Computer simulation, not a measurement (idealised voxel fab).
process module | voxel tone inversion
cross-section cut | 140 nm wide | cells 5 nm
A cross-section is a grid of square cells, given in bands from the top down. A band is one or more rows of cells.
Each band's line starts with the height of the band's top and of its bottom, in nm. Then come its materials from left to right, each with its width in nm. One material with "throughout" fills the band from edge to edge. "air" is empty space.
Height 0 is the level under which the wafer as received is all one material. The lowest band goes on downwards, as in "0 down".
A width such as "30 to 40" changes by the same amount from each row of cells to the next, from the band's top row to its bottom row.
"no change" after a step means that no cell of the cross-section changed.
closed voids: empty space of 8 cells or more with no open way to the top, each as width x height at its distance from the left edge, in nm
after a step's settings: what the simulator itself notes on the step
overlay nm, on a step with a mask: how far to the right of its planned place the mask lay; to the left if negative
plan
1 op RECEIVE | material Si
2 op CONFORMAL_DEP | material SiCN | thk nm 10
3 op DIRECTIONAL_DEP | material aC | thk nm 15
4 op PATTERN | tone cover | mask id POSTS | material resist | width nm 15 | pitch nm 30 | thk nm 25 | overlay nm 0
5 op DIRECTIONAL_ETCH | etch materials aC | depth nm 15
6 op STRIP | etch materials resist
7 op FILL_DEP | material lowk | thk nm 10
8 op CMP | height nm 25
9 op STRIP | etch materials aC
as received, after step 1
  0 down: Si throughout
  closed voids: none
a wafer at the end: this start, this plan, one mistake
  25 to 10: SiCN 45 | air 15 | SiCN 15 | air 15 | SiCN 50
  10 to 0: SiCN throughout
  0 down: Si throughout
  closed voids: none
what went wrong: step 7 ran as: op FILL_DEP | material SiCN | thk nm 10
